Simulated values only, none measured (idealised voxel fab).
Module name: voxel capacitor over wiring (process module)
Section shown: cut. Width: 245 nm. Cell size: 5 nm, square.
Cross-section, as written here: a square-cell grid given band by band from the top down, where a band holds one or more rows of cells.
Within each band entry, the heights of the top and of the bottom of the band appear first, in that order and in nm; the materials of the band then follow from left to right, each with its corresponding width in nm. The designation "all across" on a single material indicates that it fills the band from edge to edge; the designation "empty" indicates empty space.
Heights are expressed relative to 0, this being the level below which the as-received wafer comprises one material exclusively. The lowest band is unbounded in the downward direction and is denoted as in "z 0 and below".
When a width is written as two numbers, as in "30->40", the first number is the width in the top row of cells of the band and the second is the width in its bottom row, and the width changes by the same amount from each row to the next.
For the purposes of this document, the phrase "changes: none" attached to a step denotes that no cell within the cross-section was modified by that step.
This entry, "Closed void inventory", enumerates those empty regions of no fewer than 8 cells that possess no open connection to the top. Each region is reported in the form width x height at distance, the distance being taken from the left edge, with all three quantities expressed in nm.
On a step's line, text after the settings is the simulator commenting on that step.
"overlay nm" denotes, for a step that has a mask, the displacement of the mask to the right of its planned place, with negative values corresponding to the left.

# The steps planned for the process are as follows
1) RECEIVE | material Si
2) CONFORMAL_DEP | material SiO2 | thk nm 15
3) CONFORMAL_DEP | material SiN | thk nm 5
4) DIRECTIONAL_DEP | material lowk | thk nm 25
5) PATTERN | tone open | mask id METAL_1 | material resist | width nm 20 | pitch nm 75 | thk nm 20 | overlay nm 0
6) DIRECTIONAL_ETCH | etch materials lowk | depth nm 25
7) DIRECTIONAL_ETCH | etch materials SiN | depth nm 5
8) STRIP | etch materials resist
9) CONFORMAL_DEP | material TiN | thk nm 5
10) FILL_DEP | material Cu | thk nm 5
11) CMP | height nm 45
12) CONFORMAL_DEP | material SiCN | thk nm 5
13) DIRECTIONAL_DEP | material lowk | thk nm 10
14) PATTERN | tone open | mask id PLUG_1 | material resist | width nm 15 | thk nm 20 | overlay nm 0
15) DIRECTIONAL_ETCH | etch materials lowk | depth nm 10
16) DIRECTIONAL_ETCH | etch materials SiCN | depth nm 5
17) STRIP | etch materials resist
18) CONFORMAL_DEP | material TiN | thk nm 5
19) FILL_DEP | material Cu | thk nm 5
20) CMP | height nm 60
21) DIRECTIONAL_DEP | material TiN | thk nm 10
22) DIRECTIONAL_DEP | material HfO2 | thk nm 5
23) DIRECTIONAL_DEP | material TiN | thk nm 10
24) MASKED_ETCH | tone cover | mask id UPPER_PLATE | width nm 60 | etch materials TiN | depth nm 10 | overlay nm 0
25) MASKED_ETCH | tone cover | mask id UPPER_PLATE | width nm 60 | etch materials HfO2 | depth nm 5 | overlay nm 0
26) MASKED_ETCH | tone cover | mask id LOWER_PLATE | width nm 70 | etch materials TiN | depth nm 10 | overlay nm 0
27) FILL_DEP | material SiO2 | thk nm 15
28) CMP | height nm 95
29) MASKED_ETCH | tone open | mask id PLUG_2 | width nm 15 | etch materials SiO2 | depth nm 10 | overlay nm 0
30) CONFORMAL_DEP | material TiN | thk nm 5
31) FILL_DEP | material Cu | thk nm 10
32) CMP | height nm 95
33) CONFORMAL_DEP | material SiCN | thk nm 5

# Incoming wafer, cross-sectional view, post step 1
z 0 and below | Si all across
Closed void inventory: none

# The plan above was carried out on the starting structure above with one mistake, and this cross-section shows the wafer at the end of the module
z 100 to 95 | SiCN all across
z 95 to 90 | SiO2 (90)  TiN (5)  Cu (10)  TiN (5)  SiO2 (135)
z 90 to 85 | SiO2 (90)  TiN (20)  SiO2 (135)
z 85 to 75 | SiO2 (80)  TiN (60)  SiO2 (105)
z 75 to 70 | SiO2 (80)  HfO2 (60)  SiO2 (105)
z 70 to 60 | SiO2 (75)  TiN (70)  SiO2 (100)
z 60 to 50 | lowk (80)  TiN (5)  Cu (5)  TiN (5)  lowk (150)
z 50 to 45 | SiCN (80)  TiN (15)  SiCN (150)
z 45 to 20 | lowk (75)  TiN (5)  Cu (10)  TiN (5)  lowk (55)  TiN (5)  Cu (10)  TiN (5)  lowk (75)
z 20 to 15 | SiN (75)  TiN (20)  SiN (55)  TiN (20)  SiN (75)
z 15 to 0 | SiO2 all across
z 0 and below | Si all across
Closed void inventory: none
The plan and the run diverged here: step 29, actual vs plan mismatch, actual run MASKED_ETCH | tone open | mask id PLUG_2 | width nm 20 | etch materials SiO2 | depth nm 10 | overlay nm 0
